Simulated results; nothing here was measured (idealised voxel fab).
process module | voxel trench capacitor
cross-section cut | 145 nm wide | cells 5 nm
A cross-section is a grid of square cells, given in bands from the top down. A band is one or more rows of cells.
Each band's line starts with the height of the band's top and of its bottom, in nm. Then come its materials from left to right, each with its width in nm. One material with "throughout" fills the band from edge to edge. "air" is empty space.
Height 0 is the level under which the wafer as received is all one material. The lowest band goes on downwards, as in "0 down".
A width such as "30 to 40" changes by the same amount from each row of cells to the next, from the band's top row to its bottom row.
"no change" after a step means that no cell of the cross-section changed.
closed voids: empty space of 8 cells or more with no open way to the top, each as width x height at its distance from the left edge, in nm
after a step's settings: what the simulator itself notes on the step
overlay nm, on a step with a mask: how far to the right of its planned place the mask lay; to the left if negative
plan
1 op RECEIVE | material Si
2 op CONFORMAL_DEP | material SiN | thk nm 10
3 op MASKED_ETCH | tone open | mask id TRENCH | width nm 30 | pitch nm 45 | etch materials SiN | depth nm 10 | overlay nm 0
4 op MASKED_ETCH | tone open | mask id TRENCH | width nm 30 | pitch nm 45 | etch materials Si | depth nm 40 | overlay nm 0
5 op CONFORMAL_DEP | material HfO2 | thk nm 5
6 op CONFORMAL_DEP | material TiN | thk nm 5
7 op FILL_DEP | material W | thk nm 10
8 op CMP | height nm 10
as received, after step 1
  0 down: Si throughout
  closed voids: none
first wafer at the end, as planned
  10 to 0: SiN 35 | HfO2 5 | TiN 5 | W 10 | TiN 5 | HfO2 5 | SiN 15 | HfO2 5 | TiN 5 | W 10 | TiN 5 | HfO2 5 | SiN 35
  0 to -30: Si 35 | HfO2 5 | TiN 5 | W 10 | TiN 5 | HfO2 5 | Si 15 | HfO2 5 | TiN 5 | W 10 | TiN 5 | HfO2 5 | Si 35
  -30 to -35: Si 35 | HfO2 5 | TiN 20 | HfO2 5 | Si 15 | HfO2 5 | TiN 20 | HfO2 5 | Si 35
  -35 to -40: Si 35 | HfO2 30 | Si 15 | HfO2 30 | Si 35
  -40 down: Si throughout
  closed voids: none
second wafer at the end: like start, like plan, one mistake
  10 to 0: SiN 35 | HfO2 5 | TiN 5 | W 10 | TiN 5 | HfO2 5 | SiN 15 | HfO2 5 | TiN 5 | W 10 | TiN 5 | HfO2 5 | SiN 35
  0 to -40: Si 35 | HfO2 5 | TiN 5 | W 10 | TiN 5 | HfO2 5 | Si 15 | HfO2 5 | TiN 5 | W 10 | TiN 5 | HfO2 5 | Si 35
  -40 to -45: Si 35 | HfO2 5 | TiN 20 | HfO2 5 | Si 15 | HfO2 5 | TiN 20 | HfO2 5 | Si 35
  -45 to -50: Si 35 | HfO2 30 | Si 15 | HfO2 30 | Si 35
  -50 down: Si throughout
  closed voids: none
what went wrong: step 4 ran as: op MASKED_ETCH | tone open | mask id TRENCH | width nm 30 | pitch nm 45 | etch materials Si | depth nm 50 | overlay nm 0
at the end the second wafer has, in cells: 8 more of HfO2 | 24 fewer of Si | 8 more of TiN | 8 more of W
